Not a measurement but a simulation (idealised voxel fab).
Process module, titled voxel ribs on slabs
Displayed cross-section: cut, width of 225 nm, square cells sized 5 nm.
Bands, listed from the top down, are how a cross-section gets written in this document; the cross-section itself is a grid of square cells, and a band is one or more rows of them. Heads up on the band format: heights come first, top then bottom, in nm. After that it's the materials left to right, each with its width in nm. A single material flagged "all across" fills the whole band edge to edge, and "blank" means there's empty space there. For the purposes of this specification, 0 denotes the height below which the wafer in its as-received condition is composed wholly of one material, and the lowermost band, lacking a lower limit, extends downward without end, as expressed in "z 0 and below". A width given as "30->40" starts at the first number in the band's top row and ends at the second number in its bottom row, shifting by an equal amount at every step from row to row. Where the words "nothing altered" appear for a step, the cross-section shows no cell changed by that step; every cell remained as before. Empty spaces without an open route to the top, at least 8 cells in extent, make up the entry "Enclosed cavity list"; each is given as width x height at distance, where the distance is measured from the left edge, and all are in nm. Whatever follows a step's settings on its line is a remark the simulator itself makes about that step. A step's line can hold "overlay nm"; with a mask on that step, the setting says how far right of the planned place the mask lay, while a negative setting says it lay to the left.

### Listed below are the process steps as planned
1) RECEIVE with material Si
2) DIRECTIONAL_DEP with material SiO2, thk nm 25
3) DIRECTIONAL_DEP with material polySi, thk nm 20
4) PATTERN with tone cover, mask id RIB, material resist, width nm 15, thk nm 20, overlay nm 0
5) DIRECTIONAL_ETCH with etch materials polySi, depth nm 15
6) STRIP with etch materials resist
7) MASKED_ETCH with tone cover, mask id SLAB, width nm 65, etch materials polySi, depth nm 5, overlay nm 0
8) FILL_DEP with material SiO2, thk nm 20
9) CMP with height nm 55
10) DIRECTIONAL_DEP with material W, thk nm 10
11) PATTERN with tone cover, mask id HEATER, material resist, width nm 25, thk nm 15, overlay nm 0
12) DIRECTIONAL_ETCH with etch materials W, depth nm 10
13) STRIP with etch materials resist
14) CONFORMAL_DEP with material SiN, thk nm 10

### Here's what the wafer looked like in cross-section when it arrived - that's after step 1
z 0 and below: Si all across
Enclosed cavity list: none

### Same starting wafer, same plan as above, one mistake in the execution; this is the cross-section at the end of the module
z 75 to 65: 95 of blank, then 35 of SiN, then 95 of blank
z 65 to 55: 105 of SiN, then 15 of W, then 105 of SiN
z 55 to 45: SiO2 all across
z 45 to 30: 105 of SiO2, then 15 of polySi, then 105 of SiO2
z 30 to 25: 80 of SiO2, then 65 of polySi, then 80 of SiO2
z 25 to 0: SiO2 all across
z 0 and below: Si all across
Enclosed cavity list: none
Want to know what went wrong? not per plan at step 11, really ran PATTERN with tone cover, mask id HEATER, material resist, width nm 15, thk nm 15, overlay nm 0
